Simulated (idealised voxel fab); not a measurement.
process module | voxel self aligned vias
cross-section cut | 255 nm wide | cells 5 nm
A cross-section is a grid of square cells, given in bands from the top down. A band is one or more rows of cells.
Each band's line starts with the height of the band's top and of its bottom, in nm. Then come its materials from left to right, each with its width in nm. One material with "throughout" fills the band from edge to edge. "air" is empty space.
Height 0 is the level under which the wafer as received is all one material. The lowest band goes on downwards, as in "0 down".
A width such as "30 to 40" changes by the same amount from each row of cells to the next, from the band's top row to its bottom row.
"no change" after a step means that no cell of the cross-section changed.
closed voids: empty space of 8 cells or more with no open way to the top, each as width x height at its distance from the left edge, in nm
after a step's settings: what the simulator itself notes on the step
overlay nm, on a step with a mask: how far to the right of its planned place the mask lay; to the left if negative
plan
1 op RECEIVE | material Si
2 op CONFORMAL_DEP | material SiO2 | thk nm 10
3 op CONFORMAL_DEP | material SiCN | thk nm 5
4 op DIRECTIONAL_DEP | material lowk | thk nm 25
5 op PATTERN | tone open | mask id LINES | material resist | width nm 25 | pitch nm 55 | thk nm 20 | overlay nm 0
6 op DIRECTIONAL_ETCH | etch materials lowk | depth nm 25
7 op STRIP | etch materials resist
8 op CONFORMAL_DEP | material TiN | thk nm 5
9 op FILL_DEP | material Ru | thk nm 10
10 op CMP | height nm 40
11 op SELECTIVE_ETCH | etch materials W Ru TiN | depth nm 5
12 op FILL_DEP | material SiN | thk nm 10
13 op CMP | height nm 40
14 op DIRECTIONAL_DEP | material lowk | thk nm 15
15 op DIRECTIONAL_DEP | material aC | thk nm 15
16 op PATTERN | tone open | mask id VIAS | material resist | width nm 35 | pitch nm 55 | thk nm 30 | overlay nm 0
17 op DIRECTIONAL_ETCH | etch materials aC | depth nm 15
18 op STRIP | etch materials resist
19 op DIRECTIONAL_ETCH | etch materials lowk | depth nm 15
20 op DIRECTIONAL_ETCH | etch materials SiN | depth nm 5
21 op STRIP | etch materials aC
22 op CONFORMAL_DEP | material TiN | thk nm 5
23 op FILL_DEP | material Cu | thk nm 10
24 op CMP | height nm 55
25 op CONFORMAL_DEP | material SiCN | thk nm 5
first wafer, as planned
as received, after step 1
  0 down: Si throughout
  closed voids: none
after step 2
  10 to 0: SiO2 throughout
  below 0: unchanged
after step 3
  15 to 10: SiCN throughout
  below 10: unchanged
after step 4
  40 to 15: lowk throughout
  below 15: unchanged
after step 5
  60 to 40: resist 85 | air 25 | resist 30 | air 25 | resist 90
  below 40: unchanged
after step 6
  60 to 40: resist 85 | air 25 | resist 30 | air 25 | resist 90
  40 to 15: lowk 85 | air 25 | lowk 30 | air 25 | lowk 90
  below 15: unchanged
after step 7
  40 to 15: lowk 85 | air 25 | lowk 30 | air 25 | lowk 90
  below 15: unchanged
after step 8
  45 to 40: TiN 90 | air 15 | TiN 40 | air 15 | TiN 95
  40 to 20: lowk 85 | TiN 5 | air 15 | TiN 5 | lowk 30 | TiN 5 | air 15 | TiN 5 | lowk 90
  20 to 15: lowk 85 | TiN 25 | lowk 30 | TiN 25 | lowk 90
  below 15: unchanged
after step 9
  55 to 45: Ru throughout
  45 to 40: TiN 90 | Ru 15 | TiN 40 | Ru 15 | TiN 95
  40 to 20: lowk 85 | TiN 5 | Ru 15 | TiN 5 | lowk 30 | TiN 5 | Ru 15 | TiN 5 | lowk 90
  below 20: unchanged
after step 10
  40 to 20: lowk 85 | TiN 5 | Ru 15 | TiN 5 | lowk 30 | TiN 5 | Ru 15 | TiN 5 | lowk 90
  below 20: unchanged
after step 11
  40 to 35: lowk 85 | air 25 | lowk 30 | air 25 | lowk 90
  below 35: unchanged
after step 12
  50 to 40: SiN throughout
  40 to 35: lowk 85 | SiN 25 | lowk 30 | SiN 25 | lowk 90
  below 35: unchanged
after step 13
  40 to 35: lowk 85 | SiN 25 | lowk 30 | SiN 25 | lowk 90
  below 35: unchanged
after step 14
  55 to 40: lowk throughout
  below 40: unchanged
after step 15
  70 to 55: aC throughout
  below 55: unchanged
after step 16
  100 to 70: resist 80 | air 35 | resist 20 | air 35 | resist 85
  below 70: unchanged
after step 17
  85 to 70: resist 80 | air 35 | resist 20 | air 35 | resist 85
  70 to 55: aC 80 | air 35 | aC 20 | air 35 | aC 85
  below 55: unchanged
after step 18
  70 to 55: aC 80 | air 35 | aC 20 | air 35 | aC 85
  below 55: unchanged
after step 19
  70 to 55: aC 80 | air 35 | aC 20 | air 35 | aC 85
  55 to 40: lowk 80 | air 35 | lowk 20 | air 35 | lowk 85
  below 40: unchanged
after step 20
  70 to 55: aC 80 | air 35 | aC 20 | air 35 | aC 85
  55 to 40: lowk 80 | air 35 | lowk 20 | air 35 | lowk 85
  40 to 35: lowk 85 | air 25 | lowk 30 | air 25 | lowk 90
  below 35: unchanged
after step 21
  55 to 40: lowk 80 | air 35 | lowk 20 | air 35 | lowk 85
  below 40: unchanged
after step 22
  60 to 55: TiN 85 | air 25 | TiN 30 | air 25 | TiN 90
  55 to 45: lowk 80 | TiN 5 | air 25 | TiN 5 | lowk 20 | TiN 5 | air 25 | TiN 5 | lowk 85
  45 to 40: lowk 80 | TiN 10 | air 15 | TiN 10 | lowk 20 | TiN 10 | air 15 | TiN 10 | lowk 85
  40 to 35: lowk 85 | TiN 25 | lowk 30 | TiN 25 | lowk 90
  below 35: unchanged
after step 23
  70 to 60: Cu throughout
  60 to 55: TiN 85 | Cu 25 | TiN 30 | Cu 25 | TiN 90
  55 to 45: lowk 80 | TiN 5 | Cu 25 | TiN 5 | lowk 20 | TiN 5 | Cu 25 | TiN 5 | lowk 85
  45 to 40: lowk 80 | TiN 10 | Cu 15 | TiN 10 | lowk 20 | TiN 10 | Cu 15 | TiN 10 | lowk 85
  below 40: unchanged
after step 24
  55 to 45: lowk 80 | TiN 5 | Cu 25 | TiN 5 | lowk 20 | TiN 5 | Cu 25 | TiN 5 | lowk 85
  below 45: unchanged
after step 25
  60 to 55: SiCN throughout
  below 55: unchanged
second wafer: like start, like plan, one mistake. Through step 1 it matches the first wafer
when step 2 should have ended: no change
when step 3 should have ended
  5 to 0: SiCN throughout
  below 0: unchanged
when step 4 should have ended
  30 to 5: lowk throughout
  below 5: unchanged
when step 5 should have ended
  50 to 30: resist 85 | air 25 | resist 30 | air 25 | resist 90
  below 30: unchanged
when step 6 should have ended
  50 to 30: resist 85 | air 25 | resist 30 | air 25 | resist 90
  30 to 5: lowk 85 | air 25 | lowk 30 | air 25 | lowk 90
  below 5: unchanged
when step 7 should have ended
  30 to 5: lowk 85 | air 25 | lowk 30 | air 25 | lowk 90
  below 5: unchanged
when step 8 should have ended
  35 to 30: TiN 90 | air 15 | TiN 40 | air 15 | TiN 95
  30 to 10: lowk 85 | TiN 5 | air 15 | TiN 5 | lowk 30 | TiN 5 | air 15 | TiN 5 | lowk 90
  10 to 5: lowk 85 | TiN 25 | lowk 30 | TiN 25 | lowk 90
  below 5: unchanged
when step 9 should have ended
  45 to 35: Ru throughout
  35 to 30: TiN 90 | Ru 15 | TiN 40 | Ru 15 | TiN 95
  30 to 10: lowk 85 | TiN 5 | Ru 15 | TiN 5 | lowk 30 | TiN 5 | Ru 15 | TiN 5 | lowk 90
  below 10: unchanged
when step 10 should have ended
  40 to 35: Ru throughout
  below 35: unchanged
when step 11 should have ended
  35 to 30: TiN 90 | Ru 15 | TiN 40 | Ru 15 | TiN 95
  below 30: unchanged
when step 12 should have ended
  45 to 35: SiN throughout
  below 35: unchanged
when step 13 should have ended
  40 to 35: SiN throughout
  below 35: unchanged
when step 14 should have ended
  55 to 40: lowk throughout
  below 40: unchanged
when step 15 should have ended
  70 to 55: aC throughout
  below 55: unchanged
when step 16 should have ended
  100 to 70: resist 80 | air 35 | resist 20 | air 35 | resist 85
  below 70: unchanged
when step 17 should have ended
  85 to 70: resist 80 | air 35 | resist 20 | air 35 | resist 85
  70 to 55: aC 80 | air 35 | aC 20 | air 35 | aC 85
  below 55: unchanged
when step 18 should have ended
  70 to 55: aC 80 | air 35 | aC 20 | air 35 | aC 85
  below 55: unchanged
when step 19 should have ended
  70 to 55: aC 80 | air 35 | aC 20 | air 35 | aC 85
  55 to 40: lowk 80 | air 35 | lowk 20 | air 35 | lowk 85
  below 40: unchanged
when step 20 should have ended
  70 to 55: aC 80 | air 35 | aC 20 | air 35 | aC 85
  55 to 40: lowk 80 | air 35 | lowk 20 | air 35 | lowk 85
  40 to 35: SiN 80 | air 35 | SiN 20 | air 35 | SiN 85
  below 35: unchanged
when step 21 should have ended
  55 to 40: lowk 80 | air 35 | lowk 20 | air 35 | lowk 85
  below 40: unchanged
when step 22 should have ended
  60 to 55: TiN 85 | air 25 | TiN 30 | air 25 | TiN 90
  55 to 40: lowk 80 | TiN 5 | air 25 | TiN 5 | lowk 20 | TiN 5 | air 25 | TiN 5 | lowk 85
  40 to 35: SiN 80 | TiN 35 | SiN 20 | TiN 35 | SiN 85
  below 35: unchanged
when step 23 should have ended
  70 to 60: Cu throughout
  60 to 55: TiN 85 | Cu 25 | TiN 30 | Cu 25 | TiN 90
  55 to 40: lowk 80 | TiN 5 | Cu 25 | TiN 5 | lowk 20 | TiN 5 | Cu 25 | TiN 5 | lowk 85
  below 40: unchanged
when step 24 should have ended
  55 to 40: lowk 80 | TiN 5 | Cu 25 | TiN 5 | lowk 20 | TiN 5 | Cu 25 | TiN 5 | lowk 85
  below 40: unchanged
when step 25 should have ended
  60 to 55: SiCN throughout
  below 55: unchanged
what went wrong: step 2 was left out
at the end the second wafer has, in cells: 4 more of Cu | 12 more of Ru | 37 more of SiN | 102 fewer of SiO2 | 49 more of TiN
